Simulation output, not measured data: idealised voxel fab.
Process module name: voxel wiring stack
Cross-section cut spans 270 nm and uses square cells 5 nm in size.
Just so we're on the same page, the cross-sections are grids of square cells, and they're listed out in bands top to bottom, each band one or more rows deep.
Top, bottom (nm), then materials left to right with widths (nm); lone material tagged "everywhere" fills the whole band edge to edge; "blank" = empty space.
All heights in this document are referenced to 0, defined as the level beneath which the wafer, as received, consists entirely of one material. The lowest band is not bounded below; it extends indefinitely downward and is written in the form "top 0, no bottom".
A two-number width, for instance "30->40", indicates that the width is equal to the first number in the top row of the band and to the second number in the bottom row, and that it changes by a constant amount per row of cells.
"no modification" means the step left every cell of the cross-section as it was.
Any empty space of 8 cells or more lacking an open way to the top shows up in "Unvented voids" as width x height at distance, distance from the left edge, in nm.
Formally, on a step line, whatever follows the settings is a remark that the simulator itself makes on the step.
overlay nm: how far to the right of its planned place the mask lay on this masked step (negative: to the left).
Steps in the process plan:
1) RECEIVE,material Si
2) CONFORMAL_DEP,material SiO2,thk nm 15
3) CONFORMAL_DEP,material SiN,thk nm 5
4) DIRECTIONAL_DEP,material SiO2,thk nm 15
5) PATTERN,tone open,mask id METAL_1,material resist,width nm 30,pitch nm 50,thk nm 20,overlay nm 0
6) DIRECTIONAL_ETCH,etch materials SiO2,depth nm 15
7) DIRECTIONAL_ETCH,etch materials SiN,depth nm 5
8) STRIP,etch materials resist
9) CONFORMAL_DEP,material TiN,thk nm 5
10) FILL_DEP,material Cu,thk nm 10
11) CMP,height nm 35
12) CONFORMAL_DEP,material SiCN,thk nm 5
13) DIRECTIONAL_DEP,material lowk,thk nm 25
14) MASKED_ETCH,tone open,mask id METAL_2_HOLES,width nm 15,etch materials lowk,depth nm 25,overlay nm 0
15) DIRECTIONAL_DEP,material aC,thk nm 10
16) PATTERN,tone open,mask id METAL_2,material resist,width nm 30,pitch nm 50,thk nm 25,overlay nm 0
17) DIRECTIONAL_ETCH,etch materials aC,depth nm 10
18) STRIP,etch materials resist
19) DIRECTIONAL_ETCH,etch materials lowk,depth nm 15
20) DIRECTIONAL_ETCH,etch materials SiCN,depth nm 5
21) STRIP,etch materials aC
22) CONFORMAL_DEP,material TiN,thk nm 5
23) FILL_DEP,material Ru,thk nm 5
24) CMP,height nm 65
25) CONFORMAL_DEP,material SiCN,thk nm 5
26) DIRECTIONAL_DEP,material SiO2,thk nm 10
27) MASKED_ETCH,tone open,mask id PLUG_2,width nm 15,etch materials SiO2,depth nm 10,overlay nm 0
28) MASKED_ETCH,tone open,mask id PLUG_2,width nm 15,etch materials SiCN,depth nm 5,overlay nm 0
29) CONFORMAL_DEP,material TiN,thk nm 5
30) FILL_DEP,material Ru,thk nm 5
31) CMP,height nm 80
32) CONFORMAL_DEP,material SiN,thk nm 5
33) DIRECTIONAL_DEP,material SiO2,thk nm 20
34) MASKED_ETCH,tone open,mask id METAL_3,width nm 30,pitch nm 50,etch materials SiO2,depth nm 20,overlay nm 0
35) MASKED_ETCH,tone open,mask id METAL_3,width nm 30,pitch nm 50,etch materials SiN,depth nm 5,overlay nm 0
36) CONFORMAL_DEP,material TiN,thk nm 5
37) FILL_DEP,material Ru,thk nm 5
38) CMP,height nm 105
39) CONFORMAL_DEP,material SiN,thk nm 5
The cross-section here shows the wafer as received, i.e. in its state after step 1:
> top 0, no bottom | Si everywhere
> Unvented voids: none
Starting structure and process plan are as shown above, but one mistake was made in running the module; the wafer cross-section at the end of the module follows:
> top 110, bottom 105 | SiN everywhere
> top 105, bottom 85 | SiO2: 95  TiN: 5  Ru: 20  TiN: 5  SiO2: 20  TiN: 5  Ru: 20  TiN: 5  SiO2: 95
> top 85, bottom 80 | SiN: 95  TiN: 30  SiN: 20  TiN: 30  SiN: 95
> top 80, bottom 70 | SiO2: 95  TiN: 5  Ru: 5  TiN: 5  SiO2: 160
> top 70, bottom 65 | SiCN: 95  TiN: 15  SiCN: 160
> top 65, bottom 55 | lowk: 95  TiN: 5  Ru: 5  TiN: 5  lowk: 160
> top 55, bottom 50 | lowk: 95  TiN: 15  lowk: 160
> top 50, bottom 40 | lowk everywhere
> top 40, bottom 35 | SiCN everywhere
> top 35, bottom 20 | SiO2: 95  TiN: 5  Cu: 20  TiN: 5  SiO2: 20  TiN: 5  Cu: 20  TiN: 5  SiO2: 95
> top 20, bottom 15 | SiN: 95  TiN: 30  SiN: 20  TiN: 30  SiN: 95
> top 15, bottom 0 | SiO2 everywhere
> top 0, no bottom | Si everywhere
> Unvented voids: none
Want to know what went wrong? step 13 was run twice
